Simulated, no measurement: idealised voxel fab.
Herein follows the process module entitled voxel wiring stack.
cross-section cut | 215 nm wide | cells 5 nm
Cross-section layout: square cells on a grid; listed as bands, top to bottom; a band spans one or more cell rows.
The band entry comprises the height of the band's top followed by the height of its bottom, expressed in nm, and subsequently the band's materials from left to right, each stated together with its width in nm. Where a single material is marked with the word "everywhere", that material fills the band from edge to edge. The word "air" represents empty space.
The level at which height equals 0 is the one under which the wafer, as it arrives, is entirely one material. No lower edge exists for the bottom band, which continues downward and is notated as in "0..down".
The expression "30 to 40" gives the width at the extremes of the band, the first number at its top row of cells and the second at its bottom row, with the width changing by equal amounts from each row to the next in between.
Take "no alterations made" at face value: in the step it is given for, the cross-section changed in none of its cells.
Closed empty spaces (no open way to the top) of 8 cells or more are what "Enclosed cavities" lists, each as width x height at distance from the left edge, nm for all three.
Whatever follows a step's settings on its line is a remark the simulator itself makes about that step.
overlay nm: for a step with a mask, the amount by which the mask lay right of where it was planned; a negative amount means left of it.
Each pair below shows a cross-section before one step and the cross-section after it, down to the lowest band that changed. The line under each pair gives the step between them, with its settings. The pairs can come from different runs of this module on the same starting wafer, so a pair continues from the pair above only where its "State on entry" says so.
[State on entry]
* 130..115: lowk everywhere
* 115..110: SiCN everywhere
* 110..100: lowk 40 nm  TiN 5 nm  Cu 20 nm  TiN 5 nm  lowk 20 nm  TiN 5 nm  Cu 20 nm  TiN 5 nm  lowk 20 nm  TiN 5 nm  Cu 20 nm  TiN 5 nm  lowk 45 nm
* 100..95: lowk 40 nm  TiN 5 nm  Cu 5 nm  TiN 20 nm  lowk 20 nm  TiN 5 nm  Cu 5 nm  TiN 20 nm  lowk 20 nm  TiN 5 nm  Cu 5 nm  TiN 20 nm  lowk 45 nm
* 95..85: lowk 40 nm  TiN 5 nm  Cu 5 nm  TiN 5 nm  lowk 35 nm  TiN 5 nm  Cu 5 nm  TiN 5 nm  lowk 35 nm  TiN 5 nm  Cu 5 nm  TiN 5 nm  lowk 60 nm
* 85..80: SiCN 40 nm  TiN 15 nm  SiCN 35 nm  TiN 15 nm  SiCN 35 nm  TiN 15 nm  SiCN 60 nm
* 80..75: SiO2 35 nm  SiN 40 nm  SiO2 10 nm  SiN 40 nm  SiO2 10 nm  SiN 40 nm  SiO2 40 nm
* 75..50: SiO2 35 nm  SiN 5 nm  Ru 30 nm  SiN 5 nm  SiO2 10 nm  SiN 5 nm  Ru 30 nm  SiN 5 nm  SiO2 10 nm  SiN 5 nm  Ru 30 nm  SiN 5 nm  SiO2 40 nm
* 50..45: SiN 40 nm  TiN 30 nm  SiN 20 nm  TiN 30 nm  SiN 20 nm  TiN 30 nm  SiN 45 nm
* 45..35: SiO2 40 nm  Ru 15 nm  SiO2 85 nm  Ru 15 nm  SiO2 60 nm
* 35..30: SiCN 40 nm  Ru 15 nm  SiCN 85 nm  Ru 15 nm  SiCN 60 nm
* 30..15: SiO2 40 nm  TiN 5 nm  W 20 nm  TiN 5 nm  SiO2 20 nm  TiN 5 nm  W 20 nm  TiN 5 nm  SiO2 20 nm  TiN 5 nm  W 20 nm  TiN 5 nm  SiO2 45 nm
* 15..10: SiN 40 nm  TiN 30 nm  SiN 20 nm  TiN 30 nm  SiN 20 nm  TiN 30 nm  SiN 45 nm
* 10..0: SiO2 everywhere
* 0..down: Si everywhere
* Enclosed cavities: none
[State After Step]
* 150..130: resist 40 nm  air 15 nm  resist 35 nm  air 15 nm  resist 35 nm  air 15 nm  resist 60 nm
* Anything lower than 130 is untouched.
* Enclosed cavities: none
Upper to lower cross-section via PATTERN with tone open, mask id PLUG_3, material resist, width nm 15, pitch nm 50, thk nm 20, overlay nm 0
State on entry: unchanged from the after cross-section in the pair immediately above; refer to that figure.
[State After Step]
* 150..130: resist 40 nm  air 15 nm  resist 35 nm  air 15 nm  resist 35 nm  air 15 nm  resist 60 nm
* 130..115: lowk 40 nm  air 15 nm  lowk 35 nm  air 15 nm  lowk 35 nm  air 15 nm  lowk 60 nm
* Anything lower than 115 is untouched.
* Enclosed cavities: none
Upper to lower cross-section via DIRECTIONAL_ETCH with etch materials lowk, depth nm 15
State on entry: unchanged from the after cross-section in the pair immediately above; refer to that figure.
[State After Step]
* 150..130: resist 40 nm  air 15 nm  resist 35 nm  air 15 nm  resist 35 nm  air 15 nm  resist 60 nm
* 130..115: lowk 40 nm  air 15 nm  lowk 35 nm  air 15 nm  lowk 35 nm  air 15 nm  lowk 60 nm
* 115..110: SiCN 40 nm  air 15 nm  SiCN 35 nm  air 15 nm  SiCN 35 nm  air 15 nm  SiCN 60 nm
* Anything lower than 110 is untouched.
* Enclosed cavities: none
Upper to lower cross-section via DIRECTIONAL_ETCH with etch materials SiCN, depth nm 5
State on entry: unchanged from the after cross-section in the pair immediately above; refer to that figure.
[State After Step]
* 130..115: lowk 40 nm  air 15 nm  lowk 35 nm  air 15 nm  lowk 35 nm  air 15 nm  lowk 60 nm
* Anything lower than 115 is untouched.
* Enclosed cavities: none
Upper to lower cross-section via STRIP with etch materials resist
State on entry: unchanged from the after cross-section in the pair immediately above; refer to that figure.
[State After Step]
* 135..130: TiN 45 nm  air 5 nm  TiN 45 nm  air 5 nm  TiN 45 nm  air 5 nm  TiN 65 nm
* 130..115: lowk 40 nm  TiN 5 nm  air 5 nm  TiN 5 nm  lowk 35 nm  TiN 5 nm  air 5 nm  TiN 5 nm  lowk 35 nm  TiN 5 nm  air 5 nm  TiN 5 nm  lowk 60 nm
* 115..110: SiCN 40 nm  TiN 15 nm  SiCN 35 nm  TiN 15 nm  SiCN 35 nm  TiN 15 nm  SiCN 60 nm
* Anything lower than 110 is untouched.
* Enclosed cavities: none
Upper to lower cross-section via CONFORMAL_DEP with material TiN, thk nm 5
State on entry: unchanged from the after cross-section in the pair immediately above; refer to that figure.
[State After Step]
* 140..135: Ru everywhere
* 135..130: TiN 45 nm  Ru 5 nm  TiN 45 nm  Ru 5 nm  TiN 45 nm  Ru 5 nm  TiN 65 nm
* 130..115: lowk 40 nm  TiN 5 nm  Ru 5 nm  TiN 5 nm  lowk 35 nm  TiN 5 nm  Ru 5 nm  TiN 5 nm  lowk 35 nm  TiN 5 nm  Ru 5 nm  TiN 5 nm  lowk 60 nm
* Anything lower than 115 is untouched.
* Enclosed cavities: none
Upper to lower cross-section via FILL_DEP with material Ru, thk nm 5
State on entry: unchanged from the after cross-section in the pair immediately above; refer to that figure.
[State After Step]
* 130..115: lowk 40 nm  TiN 5 nm  Ru 5 nm  TiN 5 nm  lowk 35 nm  TiN 5 nm  Ru 5 nm  TiN 5 nm  lowk 35 nm  TiN 5 nm  Ru 5 nm  TiN 5 nm  lowk 60 nm
* Anything lower than 115 is untouched.
* Enclosed cavities: none
Upper to lower cross-section via CMP with height nm 130
State on entry: unchanged from the after cross-section in the pair immediately above; refer to that figure.
[State After Step]
* 135..130: SiCN everywhere
* Anything lower than 130 is untouched.
* Enclosed cavities: none
Upper to lower cross-section via CONFORMAL_DEP with material SiCN, thk nm 5
State on entry: unchanged from the after cross-section in the pair immediately above; refer to that figure.
[State After Step]
* 160..135: SiO2 everywhere
* Anything lower than 135 is untouched.
* Enclosed cavities: none
Upper to lower cross-section via DIRECTIONAL_DEP with material SiO2, thk nm 25
State on entry: unchanged from the after cross-section in the pair immediately above; refer to that figure.
[State After Step]
* 160..135: SiO2 40 nm  air 30 nm  SiO2 20 nm  air 30 nm  SiO2 20 nm  air 30 nm  SiO2 45 nm
* Anything lower than 135 is untouched.
* Enclosed cavities: none
Upper to lower cross-section via MASKED_ETCH with tone open, mask id METAL_4, width nm 30, pitch nm 50, etch materials SiO2, depth nm 25, overlay nm 0
State on entry: unchanged from the after cross-section in the pair immediately above; refer to that figure.
[State After Step]
* 160..135: SiO2 40 nm  air 30 nm  SiO2 20 nm  air 30 nm  SiO2 20 nm  air 30 nm  SiO2 45 nm
* 135..130: SiCN 40 nm  air 30 nm  SiCN 20 nm  air 30 nm  SiCN 20 nm  air 30 nm  SiCN 45 nm
* Anything lower than 130 is untouched.
* Enclosed cavities: none
Upper to lower cross-section via MASKED_ETCH with tone open, mask id METAL_4, width nm 30, pitch nm 50, etch materials SiCN, depth nm 5, overlay nm 0
State on entry: unchanged from the after cross-section in the pair immediately above; refer to that figure.
[State After Step]
* 165..160: TiN 45 nm  air 20 nm  TiN 30 nm  air 20 nm  TiN 30 nm  air 20 nm  TiN 50 nm
* 160..135: SiO2 40 nm  TiN 5 nm  air 20 nm  TiN 5 nm  SiO2 20 nm  TiN 5 nm  air 20 nm  TiN 5 nm  SiO2 20 nm  TiN 5 nm  air 20 nm  TiN 5 nm  SiO2 45 nm
* 135..130: SiCN 40 nm  TiN 30 nm  SiCN 20 nm  TiN 30 nm  SiCN 20 nm  TiN 30 nm  SiCN 45 nm
* Anything lower than 130 is untouched.
* Enclosed cavities: none
Upper to lower cross-section via CONFORMAL_DEP with material TiN, thk nm 5
State on entry: unchanged from the after cross-section in the pair immediately above; refer to that figure.
[State After Step]
* 175..165: Cu everywhere
* 165..160: TiN 45 nm  Cu 20 nm  TiN 30 nm  Cu 20 nm  TiN 30 nm  Cu 20 nm  TiN 50 nm
* 160..135: SiO2 40 nm  TiN 5 nm  Cu 20 nm  TiN 5 nm  SiO2 20 nm  TiN 5 nm  Cu 20 nm  TiN 5 nm  SiO2 20 nm  TiN 5 nm  Cu 20 nm  TiN 5 nm  SiO2 45 nm
* Anything lower than 135 is untouched.
* Enclosed cavities: none
Upper to lower cross-section via FILL_DEP with material Cu, thk nm 10
State on entry: unchanged from the after cross-section in the pair immediately above; refer to that figure.
[State After Step]
* 160..135: SiO2 40 nm  TiN 5 nm  Cu 20 nm  TiN 5 nm  SiO2 20 nm  TiN 5 nm  Cu 20 nm  TiN 5 nm  SiO2 20 nm  TiN 5 nm  Cu 20 nm  TiN 5 nm  SiO2 45 nm
* Anything lower than 135 is untouched.
* Enclosed cavities: none
Upper to lower cross-section via CMP with height nm 160
State on entry: unchanged from the after cross-section in the pair immediately above; refer to that figure.
[State After Step]
* 165..160: air 35 nm  Ru 40 nm  air 10 nm  Ru 40 nm  air 10 nm  Ru 40 nm  air 40 nm
* Anything lower than 160 is untouched.
* Enclosed cavities: none
Upper to lower cross-section via EPI with material Ru, thk nm 5
State on entry: unchanged from the after cross-section in the pair immediately above; refer to that figure.
[State After Step]
* 170..165: SiCN everywhere
* 165..160: SiCN 35 nm  Ru 40 nm  SiCN 10 nm  Ru 40 nm  SiCN 10 nm  Ru 40 nm  SiCN 40 nm
* Anything lower than 160 is untouched.
* Enclosed cavities: none
Upper to lower cross-section via FILL_DEP with material SiCN, thk nm 5
[State on entry]
* 80..55: Ru everywhere
* 55..50: TiN everywhere
* 50..40: SiO2 40 nm  Ru 15 nm  SiO2 85 nm  Ru 15 nm  SiO2 60 nm
* 40..35: SiCN 40 nm  Ru 15 nm  SiCN 85 nm  Ru 15 nm  SiCN 60 nm
* 35..15: SiO2 40 nm  TiN 5 nm  W 20 nm  TiN 5 nm  SiO2 20 nm  TiN 5 nm  W 20 nm  TiN 5 nm  SiO2 20 nm  TiN 5 nm  W 20 nm  TiN 5 nm  SiO2 45 nm
* 15..10: SiN 40 nm  TiN 30 nm  SiN 20 nm  TiN 30 nm  SiN 20 nm  TiN 30 nm  SiN 45 nm
* 10..0: SiO2 everywhere
* 0..down: Si everywhere
* Enclosed cavities: none
[State After Step]
* 95..80: air 45 nm  resist 20 nm  air 30 nm  resist 20 nm  air 30 nm  resist 20 nm  air 50 nm
* Anything lower than 80 is untouched.
* Enclosed cavities: none
Upper to lower cross-section via PATTERN with tone cover, mask id METAL_2, material resist, width nm 20, pitch nm 50, thk nm 15, overlay nm 0
State on entry: unchanged from the after cross-section in the pair immediately above; refer to that figure.
[State After Step]
* 95..80: air 45 nm  resist 20 nm  air 30 nm  resist 20 nm  air 30 nm  resist 20 nm  air 50 nm
* 80..55: air 45 nm  Ru 20 nm  air 30 nm  Ru 20 nm  air 30 nm  Ru 20 nm  air 50 nm
* Anything lower than 55 is untouched.
* Enclosed cavities: none
Upper to lower cross-section via DIRECTIONAL_ETCH with etch materials Ru, depth nm 25
State on entry: unchanged from the after cross-section in the pair immediately above; refer to that figure.
[State After Step]
* 95..80: air 45 nm  resist 20 nm  air 30 nm  resist 20 nm  air 30 nm  resist 20 nm  air 50 nm
* 80..55: air 45 nm  Ru 20 nm  air 30 nm  Ru 20 nm  air 30 nm  Ru 20 nm  air 50 nm
* 55..50: air 45 nm  TiN 20 nm  air 30 nm  TiN 20 nm  air 30 nm  TiN 20 nm  air 50 nm
* Anything lower than 50 is untouched.
* Enclosed cavities: none
Upper to lower cross-section via DIRECTIONAL_ETCH with etch materials TiN, depth nm 5
State on entry: unchanged from the after cross-section in the pair immediately above; refer to that figure.
[State After Step]
* 80..55: air 45 nm  Ru 20 nm  air 30 nm  Ru 20 nm  air 30 nm  Ru 20 nm  air 50 nm
* Anything lower than 55 is untouched.
* Enclosed cavities: none
Upper to lower cross-section via STRIP with etch materials resist
State on entry: unchanged from the after cross-section in the pair immediately above; refer to that figure.
[State After Step]
* 85..80: air 40 nm  SiN 30 nm  air 20 nm  SiN 30 nm  air 20 nm  SiN 30 nm  air 45 nm
* 80..55: air 40 nm  SiN 5 nm  Ru 20 nm  SiN 5 nm  air 20 nm  SiN 5 nm  Ru 20 nm  SiN 5 nm  air 20 nm  SiN 5 nm  Ru 20 nm  SiN 5 nm  air 45 nm
* 55..50: SiN 45 nm  TiN 20 nm  SiN 30 nm  TiN 20 nm  SiN 30 nm  TiN 20 nm  SiN 50 nm
* Anything lower than 50 is untouched.
* Enclosed cavities: none
Upper to lower cross-section via CONFORMAL_DEP with material SiN, thk nm 5
State on entry: unchanged from the after cross-section in the pair immediately above; refer to that figure.
[State After Step]
* 90..85: SiO2 everywhere
* 85..80: SiO2 40 nm  SiN 30 nm  SiO2 20 nm  SiN 30 nm  SiO2 20 nm  SiN 30 nm  SiO2 45 nm
* 80..55: SiO2 40 nm  SiN 5 nm  Ru 20 nm  SiN 5 nm  SiO2 20 nm  SiN 5 nm  Ru 20 nm  SiN 5 nm  SiO2 20 nm  SiN 5 nm  Ru 20 nm  SiN 5 nm  SiO2 45 nm
* Anything lower than 55 is untouched.
* Enclosed cavities: none
Upper to lower cross-section via FILL_DEP with material SiO2, thk nm 5
State on entry: unchanged from the after cross-section in the pair immediately above; refer to that figure.
[State After Step]
* 80..55: SiO2 40 nm  SiN 5 nm  Ru 20 nm  SiN 5 nm  SiO2 20 nm  SiN 5 nm  Ru 20 nm  SiN 5 nm  SiO2 20 nm  SiN 5 nm  Ru 20 nm  SiN 5 nm  SiO2 45 nm
* Anything lower than 55 is untouched.
* Enclosed cavities: none
Upper to lower cross-section via CMP with height nm 80
State on entry: unchanged from the after cross-section in the pair immediately above; refer to that figure.
[State After Step]
* 85..80: SiCN everywhere
* Anything lower than 80 is untouched.
* Enclosed cavities: none
Upper to lower cross-section via CONFORMAL_DEP with material SiCN, thk nm 5
State on entry: unchanged from the after cross-section in the pair immediately above; refer to that figure.
[State After Step]
* 110..85: lowk everywhere
* Anything lower than 85 is untouched.
* Enclosed cavities: none
Upper to lower cross-section via DIRECTIONAL_DEP with material lowk, thk nm 25
State on entry: unchanged from the after cross-section in the pair immediately above; refer to that figure.
[State After Step]
* 120..110: aC everywhere
* Anything lower than 110 is untouched.
* Enclosed cavities: none
Upper to lower cross-section via DIRECTIONAL_DEP with material aC, thk nm 10
State on entry: unchanged from the after cross-section in the pair immediately above; refer to that figure.
[State After Step]
* 150..120: resist 40 nm  air 15 nm  resist 35 nm  air 15 nm  resist 35 nm  air 15 nm  resist 60 nm
* Anything lower than 120 is untouched.
* Enclosed cavities: none
Upper to lower cross-section via PATTERN with tone open, mask id METAL_3_HOLES, material resist, width nm 15, pitch nm 50, thk nm 30, overlay nm 0
State on entry: unchanged from the after cross-section in the pair immediately above; refer to that figure.
[State After Step]
* 140..120: resist 40 nm  air 15 nm  resist 35 nm  air 15 nm  resist 35 nm  air 15 nm  resist 60 nm
* 120..110: aC 40 nm  air 15 nm  aC 35 nm  air 15 nm  aC 35 nm  air 15 nm  aC 60 nm
* Anything lower than 110 is untouched.
* Enclosed cavities: none
Upper to lower cross-section via DIRECTIONAL_ETCH with etch materials aC, depth nm 10
State on entry: unchanged from the after cross-section in the pair immediately above; refer to that figure.
[State After Step]
* 120..110: aC 40 nm  air 15 nm  aC 35 nm  air 15 nm  aC 35 nm  air 15 nm  aC 60 nm
* Anything lower than 110 is untouched.
* Enclosed cavities: none
Upper to lower cross-section via STRIP with etch materials resist
State on entry: unchanged from the after cross-section in the pair immediately above; refer to that figure.
[State After Step]
* 120..110: aC 40 nm  air 15 nm  aC 35 nm  air 15 nm  aC 35 nm  air 15 nm  aC 60 nm
* 110..85: lowk 40 nm  air 15 nm  lowk 35 nm  air 15 nm  lowk 35 nm  air 15 nm  lowk 60 nm
* Anything lower than 85 is untouched.
* Enclosed cavities: none
Upper to lower cross-section via DIRECTIONAL_ETCH with etch materials lowk, depth nm 25
State on entry: unchanged from the after cross-section in the pair immediately above; refer to that figure.
[State After Step]
* 110..85: lowk 40 nm  air 15 nm  lowk 35 nm  air 15 nm  lowk 35 nm  air 15 nm  lowk 60 nm
* Anything lower than 85 is untouched.
* Enclosed cavities: none
Upper to lower cross-section via STRIP with etch materials aC
State on entry: unchanged from the after cross-section in the pair immediately above; refer to that figure.
[State After Step]
* 125..110: aC 40 nm  air 15 nm  aC 35 nm  air 15 nm  aC 35 nm  air 15 nm  aC 60 nm
* 110..100: lowk 40 nm  air 15 nm  lowk 35 nm  air 15 nm  lowk 35 nm  air 15 nm  lowk 60 nm
* 100..85: lowk 40 nm  aC 15 nm  lowk 35 nm  aC 15 nm  lowk 35 nm  aC 15 nm  lowk 60 nm
* Anything lower than 85 is untouched.
* Enclosed cavities: none
Upper to lower cross-section via DIRECTIONAL_DEP with material aC, thk nm 15
State on entry: unchanged from the after cross-section in the pair immediately above; refer to that figure.
[State After Step]
* 160..125: resist 40 nm  air 30 nm  resist 20 nm  air 30 nm  resist 20 nm  air 30 nm  resist 45 nm
* Anything lower than 125 is untouched.
* Enclosed cavities: none
Upper to lower cross-section via PATTERN with tone open, mask id METAL_3, material resist, width nm 30, pitch nm 50, thk nm 35, overlay nm 0
State on entry: unchanged from the after cross-section in the pair immediately above; refer to that figure.
[State After Step]
* 145..125: resist 40 nm  air 30 nm  resist 20 nm  air 30 nm  resist 20 nm  air 30 nm  resist 45 nm
* 125..110: aC 40 nm  air 30 nm  aC 20 nm  air 30 nm  aC 20 nm  air 30 nm  aC 45 nm
* 110..85: lowk 40 nm  air 15 nm  lowk 35 nm  air 15 nm  lowk 35 nm  air 15 nm  lowk 60 nm
* Anything lower than 85 is untouched.
* Enclosed cavities: none
Upper to lower cross-section via DIRECTIONAL_ETCH with etch materials aC, depth nm 15
State on entry: unchanged from the after cross-section in the pair immediately above; refer to that figure.
[State After Step]
* 125..110: aC 40 nm  air 30 nm  aC 20 nm  air 30 nm  aC 20 nm  air 30 nm  aC 45 nm
* Anything lower than 110 is untouched.
* Enclosed cavities: none
Upper to lower cross-section via STRIP with etch materials resist
State on entry: unchanged from the after cross-section in the pair immediately above; refer to that figure.
[State After Step]
* 125..110: aC 40 nm  air 30 nm  aC 20 nm  air 30 nm  aC 20 nm  air 30 nm  aC 45 nm
* 110..95: lowk 40 nm  air 30 nm  lowk 20 nm  air 30 nm  lowk 20 nm  air 30 nm  lowk 45 nm
* Anything lower than 95 is untouched.
* Enclosed cavities: none
Upper to lower cross-section via DIRECTIONAL_ETCH with etch materials lowk, depth nm 15
State on entry: unchanged from the after cross-section in the pair immediately above; refer to that figure.
[State After Step]
* 125..110: aC 40 nm  air 30 nm  aC 20 nm  air 30 nm  aC 20 nm  air 30 nm  aC 45 nm
* 110..95: lowk 40 nm  air 30 nm  lowk 20 nm  air 30 nm  lowk 20 nm  air 30 nm  lowk 45 nm
* 95..85: lowk 40 nm  air 15 nm  lowk 35 nm  air 15 nm  lowk 35 nm  air 15 nm  lowk 60 nm
* 85..80: SiCN 40 nm  air 15 nm  SiCN 35 nm  air 15 nm  SiCN 35 nm  air 15 nm  SiCN 60 nm
* Anything lower than 80 is untouched.
* Enclosed cavities: none
Upper to lower cross-section via DIRECTIONAL_ETCH with etch materials SiCN, depth nm 5
State on entry: unchanged from the after cross-section in the pair immediately above; refer to that figure.
[State After Step]
* 110..95: lowk 40 nm  air 30 nm  lowk 20 nm  air 30 nm  lowk 20 nm  air 30 nm  lowk 45 nm
* Anything lower than 95 is untouched.
* Enclosed cavities: none
Upper to lower cross-section via STRIP with etch materials aC
State on entry: unchanged from the after cross-section in the pair immediately above; refer to that figure.
[State After Step]
* 115..110: TiN 45 nm  air 20 nm  TiN 30 nm  air 20 nm  TiN 30 nm  air 20 nm  TiN 50 nm
* 110..100: lowk 40 nm  TiN 5 nm  air 20 nm  TiN 5 nm  lowk 20 nm  TiN 5 nm  air 20 nm  TiN 5 nm  lowk 20 nm  TiN 5 nm  air 20 nm  TiN 5 nm  lowk 45 nm
* 100..95: lowk 40 nm  TiN 5 nm  air 5 nm  TiN 20 nm  lowk 20 nm  TiN 5 nm  air 5 nm  TiN 20 nm  lowk 20 nm  TiN 5 nm  air 5 nm  TiN 20 nm  lowk 45 nm
* 95..85: lowk 40 nm  TiN 5 nm  air 5 nm  TiN 5 nm  lowk 35 nm  TiN 5 nm  air 5 nm  TiN 5 nm  lowk 35 nm  TiN 5 nm  air 5 nm  TiN 5 nm  lowk 60 nm
* 85..80: SiCN 40 nm  TiN 15 nm  SiCN 35 nm  TiN 15 nm  SiCN 35 nm  TiN 15 nm  SiCN 60 nm
* Anything lower than 80 is untouched.
* Enclosed cavities: none
Upper to lower cross-section via CONFORMAL_DEP with material TiN, thk nm 5
State on entry: unchanged from the after cross-section in the pair immediately above; refer to that figure.
[State After Step]
* 125..115: Cu everywhere
* 115..110: TiN 45 nm  Cu 20 nm  TiN 30 nm  Cu 20 nm  TiN 30 nm  Cu 20 nm  TiN 50 nm
* 110..100: lowk 40 nm  TiN 5 nm  Cu 20 nm  TiN 5 nm  lowk 20 nm  TiN 5 nm  Cu 20 nm  TiN 5 nm  lowk 20 nm  TiN 5 nm  Cu 20 nm  TiN 5 nm  lowk 45 nm
* 100..95: lowk 40 nm  TiN 5 nm  Cu 5 nm  TiN 20 nm  lowk 20 nm  TiN 5 nm  Cu 5 nm  TiN 20 nm  lowk 20 nm  TiN 5 nm  Cu 5 nm  TiN 20 nm  lowk 45 nm
* 95..85: lowk 40 nm  TiN 5 nm  Cu 5 nm  TiN 5 nm  lowk 35 nm  TiN 5 nm  Cu 5 nm  TiN 5 nm  lowk 35 nm  TiN 5 nm  Cu 5 nm  TiN 5 nm  lowk 60 nm
* Anything lower than 85 is untouched.
* Enclosed cavities: none
Upper to lower cross-section via FILL_DEP with material Cu, thk nm 10
State on entry: unchanged from the after cross-section in the pair immediately above; refer to that figure.
[State After Step]
* 110..100: lowk 40 nm  TiN 5 nm  Cu 20 nm  TiN 5 nm  lowk 20 nm  TiN 5 nm  Cu 20 nm  TiN 5 nm  lowk 20 nm  TiN 5 nm  Cu 20 nm  TiN 5 nm  lowk 45 nm
* Anything lower than 100 is untouched.
* Enclosed cavities: none
Upper to lower cross-section via CMP with height nm 110
State on entry: unchanged from the after cross-section in the pair immediately above; refer to that figure.
[State After Step]
* 115..110: SiCN everywhere
* Anything lower than 110 is untouched.
* Enclosed cavities: none
Upper to lower cross-section via CONFORMAL_DEP with material SiCN, thk nm 5
State on entry: unchanged from the after cross-section in the pair immediately above; refer to that figure.
[State After Step]
* 130..115: lowk everywhere
* Anything lower than 115 is untouched.
* Enclosed cavities: none
Upper to lower cross-section via DIRECTIONAL_DEP with material lowk, thk nm 15
State on entry: unchanged from the after cross-section in the pair immediately above; refer to that figure.
[State After Step]
* 150..130: resist 40 nm  air 15 nm  resist 35 nm  air 15 nm  resist 35 nm  air 15 nm  resist 60 nm
* Anything lower than 130 is untouched.
* Enclosed cavities: none
Upper to lower cross-section via PATTERN with tone open, mask id PLUG_3, material resist, width nm 15, pitch nm 50, thk nm 20, overlay nm 0
State on entry: unchanged from the after cross-section in the pair immediately above; refer to that figure.
[State After Step]
* 150..130: resist 40 nm  air 15 nm  resist 35 nm  air 15 nm  resist 35 nm  air 15 nm  resist 60 nm
* 130..115: lowk 40 nm  air 15 nm  lowk 35 nm  air 15 nm  lowk 35 nm  air 15 nm  lowk 60 nm
* Anything lower than 115 is untouched.
* Enclosed cavities: none
Upper to lower cross-section via DIRECTIONAL_ETCH with etch materials lowk, depth nm 15
State on entry: unchanged from the after cross-section in the pair immediately above; refer to that figure.
[State After Step]
* 150..130: resist 40 nm  air 15 nm  resist 35 nm  air 15 nm  resist 35 nm  air 15 nm  resist 60 nm
* 130..115: lowk 40 nm  air 15 nm  lowk 35 nm  air 15 nm  lowk 35 nm  air 15 nm  lowk 60 nm
* 115..110: SiCN 40 nm  air 15 nm  SiCN 35 nm  air 15 nm  SiCN 35 nm  air 15 nm  SiCN 60 nm
* Anything lower than 110 is untouched.
* Enclosed cavities: none
Upper to lower cross-section via DIRECTIONAL_ETCH with etch materials SiCN, depth nm 5
State on entry: unchanged from the after cross-section in the pair immediately above; refer to that figure.
[State After Step]
* 130..115: lowk 40 nm  air 15 nm  lowk 35 nm  air 15 nm  lowk 35 nm  air 15 nm  lowk 60 nm
* Anything lower than 115 is untouched.
* Enclosed cavities: none
Upper to lower cross-section via STRIP with etch materials resist
State on entry: unchanged from the after cross-section in the pair immediately above; refer to that figure.
[State After Step]
* 135..130: TiN 45 nm  air 5 nm  TiN 45 nm  air 5 nm  TiN 45 nm  air 5 nm  TiN 65 nm
* 130..115: lowk 40 nm  TiN 5 nm  air 5 nm  TiN 5 nm  lowk 35 nm  TiN 5 nm  air 5 nm  TiN 5 nm  lowk 35 nm  TiN 5 nm  air 5 nm  TiN 5 nm  lowk 60 nm
* 115..110: SiCN 40 nm  TiN 15 nm  SiCN 35 nm  TiN 15 nm  SiCN 35 nm  TiN 15 nm  SiCN 60 nm
* Anything lower than 110 is untouched.
* Enclosed cavities: none
Upper to lower cross-section via CONFORMAL_DEP with material TiN, thk nm 5
State on entry: unchanged from the after cross-section in the pair immediately above; refer to that figure.
[State After Step]
* 140..135: Ru everywhere
* 135..130: TiN 45 nm  Ru 5 nm  TiN 45 nm  Ru 5 nm  TiN 45 nm  Ru 5 nm  TiN 65 nm
* 130..115: lowk 40 nm  TiN 5 nm  Ru 5 nm  TiN 5 nm  lowk 35 nm  TiN 5 nm  Ru 5 nm  TiN 5 nm  lowk 35 nm  TiN 5 nm  Ru 5 nm  TiN 5 nm  lowk 60 nm
* Anything lower than 115 is untouched.
* Enclosed cavities: none
Upper to lower cross-section via FILL_DEP with material Ru, thk nm 5
State on entry: unchanged from the after cross-section in the pair immediately above; refer to that figure.
[State After Step]
* 130..115: lowk 40 nm  TiN 5 nm  Ru 5 nm  TiN 5 nm  lowk 35 nm  TiN 5 nm  Ru 5 nm  TiN 5 nm  lowk 35 nm  TiN 5 nm  Ru 5 nm  TiN 5 nm  lowk 60 nm
* Anything lower than 115 is untouched.
* Enclosed cavities: none
Upper to lower cross-section via CMP with height nm 130
State on entry: unchanged from the after cross-section in the pair immediately above; refer to that figure.
[State After Step]
* 135..130: SiCN everywhere
* Anything lower than 130 is untouched.
* Enclosed cavities: none
Upper to lower cross-section via CONFORMAL_DEP with material SiCN, thk nm 5
State on entry: unchanged from the after cross-section in the pair immediately above; refer to that figure.
[State After Step]
* 160..135: SiO2 everywhere
* Anything lower than 135 is untouched.
* Enclosed cavities: none
Upper to lower cross-section via DIRECTIONAL_DEP with material SiO2, thk nm 25
State on entry: unchanged from the after cross-section in the pair immediately above; refer to that figure.
[State After Step]
* 160..135: SiO2 40 nm  air 30 nm  SiO2 20 nm  air 30 nm  SiO2 20 nm  air 30 nm  SiO2 45 nm
* Anything lower than 135 is untouched.
* Enclosed cavities: none
Upper to lower cross-section via MASKED_ETCH with tone open, mask id METAL_4, width nm 30, pitch nm 50, etch materials SiO2, depth nm 25, overlay nm 0
State on entry: unchanged from the after cross-section in the pair immediately above; refer to that figure.
[State After Step]
* 160..135: SiO2 40 nm  air 30 nm  SiO2 20 nm  air 30 nm  SiO2 20 nm  air 30 nm  SiO2 45 nm
* 135..130: SiCN 40 nm  air 30 nm  SiCN 20 nm  air 30 nm  SiCN 20 nm  air 30 nm  SiCN 45 nm
* Anything lower than 130 is untouched.
* Enclosed cavities: none
Upper to lower cross-section via MASKED_ETCH with tone open, mask id METAL_4, width nm 30, pitch nm 50, etch materials SiCN, depth nm 5, overlay nm 0
State on entry: unchanged from the after cross-section in the pair immediately above; refer to that figure.
[State After Step]
* 165..160: TiN 45 nm  air 20 nm  TiN 30 nm  air 20 nm  TiN 30 nm  air 20 nm  TiN 50 nm
* 160..135: SiO2 40 nm  TiN 5 nm  air 20 nm  TiN 5 nm  SiO2 20 nm  TiN 5 nm  air 20 nm  TiN 5 nm  SiO2 20 nm  TiN 5 nm  air 20 nm  TiN 5 nm  SiO2 45 nm
* 135..130: SiCN 40 nm  TiN 30 nm  SiCN 20 nm  TiN 30 nm  SiCN 20 nm  TiN 30 nm  SiCN 45 nm
* Anything lower than 130 is untouched.
* Enclosed cavities: none
Upper to lower cross-section via CONFORMAL_DEP with material TiN, thk nm 5
State on entry: unchanged from the after cross-section in the pair immediately above; refer to that figure.
[State After Step]
* 175..165: Cu everywhere
* 165..160: TiN 45 nm  Cu 20 nm  TiN 30 nm  Cu 20 nm  TiN 30 nm  Cu 20 nm  TiN 50 nm
* 160..135: SiO2 40 nm  TiN 5 nm  Cu 20 nm  TiN 5 nm  SiO2 20 nm  TiN 5 nm  Cu 20 nm  TiN 5 nm  SiO2 20 nm  TiN 5 nm  Cu 20 nm  TiN 5 nm  SiO2 45 nm
* Anything lower than 135 is untouched.
* Enclosed cavities: none
Upper to lower cross-section via FILL_DEP with material Cu, thk nm 10
